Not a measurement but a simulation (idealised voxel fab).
voxel self aligned vias: a process module
Displayed cross-section: cut, width of 285 nm, square cells sized 5 nm.
A cross-section is written here as square cells arranged in a grid, and it is given in bands from the top down, each band taking up one or more rows of cells.
For a band, the entry starts with two heights in nm, that of the top and then that of the bottom, and carries on with the band's materials in order from left to right, each alongside its width in nm; the word "everywhere" beside a single material means it fills the band edge to edge, and "air" means empty space.
Height 0 is the level under which the wafer as received is all one material. The lowest band goes on downwards, as in "top 0, no bottom".
The width entry "30 to 40" should be interpreted row by row: the top row of cells in the band takes the first number, the bottom row takes the second number, and the change between adjacent rows is uniform throughout.
A step reported as "left unchanged" is a step in which no cell of the cross-section changed.
Empty spaces counting at least 8 cells and having no open way to the top are listed in "Enclosed internal cavities". The notation width x height at distance is used for each, the distance being from the left edge and all three values in nm.
The remark found on a step's line after its settings is issued by the simulator itself and pertains to that step.
overlay nm, on a step with a mask: how far to the right of its planned place the mask lay; to the left if negative
**Below is the list of planned process steps**
| 1 | RECEIVE [material Si] |
| 2 | CONFORMAL_DEP [material SiO2] [thk nm 10] |
| 3 | CONFORMAL_DEP [material SiCN] [thk nm 5] |
| 4 | DIRECTIONAL_DEP [material lowk] [thk nm 20] |
| 5 | MASKED_ETCH [tone open] [mask id LINES] [width nm 25] [pitch nm 55] [etch materials lowk] [depth nm 20] [overlay nm 0] |
| 6 | CONFORMAL_DEP [material TiN] [thk nm 5] |
| 7 | FILL_DEP [material Ru] [thk nm 10] |
| 8 | CMP [height nm 35] |
| 9 | SELECTIVE_ETCH [etch materials W Ru TiN] [depth nm 5] |
| 10 | FILL_DEP [material SiN] [thk nm 10] |
| 11 | CMP [height nm 35] |
| 12 | DIRECTIONAL_DEP [material lowk] [thk nm 20] |
| 13 | PATTERN [tone open] [mask id VIAS] [material resist] [width nm 35] [pitch nm 110] [thk nm 20] [overlay nm 0] |
| 14 | DIRECTIONAL_ETCH [etch materials lowk] [depth nm 20] |
| 15 | DIRECTIONAL_ETCH [etch materials SiN] [depth nm 5] |
| 16 | STRIP [etch materials resist] |
| 17 | CONFORMAL_DEP [material TiN] [thk nm 5] |
| 18 | FILL_DEP [material W] [thk nm 5] |
| 19 | CMP [height nm 55] |
| 20 | CONFORMAL_DEP [material SiN] [thk nm 5] |
**Here's what the wafer looked like in cross-section when it arrived - that's after step 1**
top 0, no bottom: Si everywhere
Enclosed internal cavities: none
**Cross-section taken at module completion on the first of two wafers; processed per the plan**
top 60, bottom 55: SiN everywhere
top 55, bottom 40: lowk=70 / TiN=5 / W=25 / TiN=5 / lowk=75 / TiN=5 / W=25 / TiN=5 / lowk=70
top 40, bottom 35: lowk=70 / TiN=10 / W=15 / TiN=10 / lowk=75 / TiN=10 / W=15 / TiN=10 / lowk=70
top 35, bottom 30: lowk=75 / TiN=25 / lowk=30 / SiN=25 / lowk=30 / TiN=25 / lowk=75
top 30, bottom 20: lowk=75 / TiN=5 / Ru=15 / TiN=5 / lowk=30 / TiN=5 / Ru=15 / TiN=5 / lowk=30 / TiN=5 / Ru=15 / TiN=5 / lowk=75
top 20, bottom 15: lowk=75 / TiN=25 / lowk=30 / TiN=25 / lowk=30 / TiN=25 / lowk=75
top 15, bottom 10: SiCN everywhere
top 10, bottom 0: SiO2 everywhere
top 0, no bottom: Si everywhere
Enclosed internal cavities: none
**Cross-sectional image of the second wafer of the two following completion of the module. Starting state and process plan were the same as for the first wafer; one execution error occurred**
top 60, bottom 55: SiN everywhere
top 55, bottom 35: SiCN everywhere
top 35, bottom 30: lowk=75 / SiN=25 / lowk=30 / SiN=25 / lowk=30 / SiN=25 / lowk=75
top 30, bottom 20: lowk=75 / TiN=5 / Ru=15 / TiN=5 / lowk=30 / TiN=5 / Ru=15 / TiN=5 / lowk=30 / TiN=5 / Ru=15 / TiN=5 / lowk=75
top 20, bottom 15: lowk=75 / TiN=25 / lowk=30 / TiN=25 / lowk=30 / TiN=25 / lowk=75
top 15, bottom 10: SiCN everywhere
top 10, bottom 0: SiO2 everywhere
top 0, no bottom: Si everywhere
Enclosed internal cavities: none
What broke from the plan during processing? so step 12 ended up running with a different setting than we planned, it ran as DIRECTIONAL_DEP [material SiCN] [thk nm 20]
FYI, end of process, the second wafer has more or fewer cells of some materials than the first: 228 more of SiCN; 10 more of SiN; 30 fewer of TiN; 36 fewer of W; 172 fewer of lowk
